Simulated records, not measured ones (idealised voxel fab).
Proc. module: voxel tone inversion
Section shown: cut. Width: 145 nm. Cell size: 5 nm, square.
The cross-sections in this document take the form of a grid made of square cells. They are written out as bands, in order from top to bottom. Each band consists of one or more rows of cells.
Basically the band line says how high the top is and how high the bottom is, in nm, and then what's in it from left to right, every material with its width in nm. Empty space shows up as "air", and if a single material carries "full width" it runs the full band edge to edge.
Convention: height 0 is the level below which the wafer, as received, is all one material. The lowest band does not terminate at the bottom but continues downward, represented as "0 and below".
It should be noted that a width expressed as "30->40" varies in equal increments from row to row of cells within the band, taking the value of the first number at the top row and that of the second number at the bottom row.
"no alteration" for a step: no cell of the cross-section changed in that step.
So "Voids, enclosed" is basically the list of trapped voids: any empty space of 8 cells or more that can't reach the top through an opening. They're written width x height at distance, the distance being from the left edge, and it's all nm.
Text after the settings on a step's line: the simulator's own remark on that step.
The setting "overlay nm" may be written on the line of a step. When the step uses a mask, the value reports how far to the right of the planned place the mask lay, and a negative value reports that it lay to the left.
[The planned process steps are enumerated hereunder]
1 RECEIVE, material Si
2 CONFORMAL_DEP, material SiCN, thk nm 10
3 DIRECTIONAL_DEP, material polySi, thk nm 15
4 PATTERN, tone cover, mask id POSTS, material resist, width nm 20, pitch nm 40, thk nm 25, overlay nm 0
5 DIRECTIONAL_ETCH, etch materials polySi, depth nm 15
6 STRIP, etch materials resist
7 FILL_DEP, material lowk, thk nm 5
8 CMP, height nm 25
9 STRIP, etch materials polySi
10 CONFORMAL_DEP, material TiN, thk nm 5
11 FILL_DEP, material Cu, thk nm 10
12 CMP, height nm 25
13 CONFORMAL_DEP, material SiN, thk nm 5
[Cross-section of the incoming wafer, state after step 1]
- 0 and below: Si full width
- Voids, enclosed: none
[Look at the cross-section after the module: the wafer started out the way shown above and the plan was the one shown above, yet one mistake was made along the way]
- 45 down to 40: SiN full width
- 40 down to 30: Cu full width
- 30 down to 25: 25 of TiN | 10 of Cu | 30 of TiN | 10 of Cu | 30 of TiN | 10 of Cu | 30 of TiN
- 25 down to 15: 20 of lowk | 5 of TiN | 10 of Cu | 5 of TiN | 20 of lowk | 5 of TiN | 10 of Cu | 5 of TiN | 20 of lowk | 5 of TiN | 10 of Cu | 5 of TiN | 25 of lowk
- 15 down to 10: 20 of lowk | 20 of TiN | 20 of lowk | 20 of TiN | 20 of lowk | 20 of TiN | 25 of lowk
- 10 down to 0: SiCN full width
- 0 and below: Si full width
- Voids, enclosed: none
So what did we get wrong on this run? step 12 was dropped from the plan's execution and never run
